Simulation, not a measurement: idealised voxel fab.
process module | voxel ribs on slabs
cross-section cut | 285 nm wide | cells 5 nm
A cross-section is a grid of square cells, given in bands from the top down. A band is one or more rows of cells.
Each band's line starts with the height of the band's top and of its bottom, in nm. Then come its materials from left to right, each with its width in nm. One material with "throughout" fills the band from edge to edge. "air" is empty space.
Height 0 is the level under which the wafer as received is all one material. The lowest band goes on downwards, as in "0 down".
A width such as "30 to 40" changes by the same amount from each row of cells to the next, from the band's top row to its bottom row.
"no change" after a step means that no cell of the cross-section changed.
closed voids: empty space of 8 cells or more with no open way to the top, each as width x height at its distance from the left edge, in nm
after a step's settings: what the simulator itself notes on the step
overlay nm, on a step with a mask: how far to the right of its planned place the mask lay; to the left if negative
plan
1 op RECEIVE | material Si
2 op DIRECTIONAL_DEP | material SiO2 | thk nm 20
3 op DIRECTIONAL_DEP | material polySi | thk nm 15
4 op PATTERN | tone cover | mask id RIB | material resist | width nm 20 | thk nm 15 | overlay nm 0
5 op DIRECTIONAL_ETCH | etch materials polySi | depth nm 5
6 op STRIP | etch materials resist
7 op MASKED_ETCH | tone cover | mask id SLAB | width nm 60 | etch materials polySi | depth nm 10 | overlay nm -15
8 op FILL_DEP | material SiO2 | thk nm 20
9 op CMP | height nm 50
10 op DIRECTIONAL_DEP | material TiN | thk nm 5
11 op PATTERN | tone cover | mask id HEATER | material resist | width nm 30 | thk nm 20 | overlay nm 0
12 op DIRECTIONAL_ETCH | etch materials TiN | depth nm 5
13 op STRIP | etch materials resist
14 op CONFORMAL_DEP | material SiN | thk nm 10
varied across the wafers: overlay nm of step 7. The plan shows the first wafer's value. All wafers start alike
first wafer as received, after step 1
  0 down: Si throughout
  closed voids: none
each wafer at the end: cells of each material gained (+) or lost (-) since it was received, then its closed voids
overlay nm -15 | +118 SiN | +542 SiO2 | +6 TiN | +28 polySi | closed voids: none
overlay nm -10 | +118 SiN | +542 SiO2 | +6 TiN | +28 polySi | closed voids: none
overlay nm -5 | +118 SiN | +542 SiO2 | +6 TiN | +28 polySi | closed voids: none
overlay nm 0 | +118 SiN | +542 SiO2 | +6 TiN | +28 polySi | closed voids: none
overlay nm 5 | +118 SiN | +542 SiO2 | +6 TiN | +28 polySi | closed voids: none
overlay nm 10 | +118 SiN | +542 SiO2 | +6 TiN | +28 polySi | closed voids: none
overlay nm 15 | +118 SiN | +542 SiO2 | +6 TiN | +28 polySi | closed voids: none
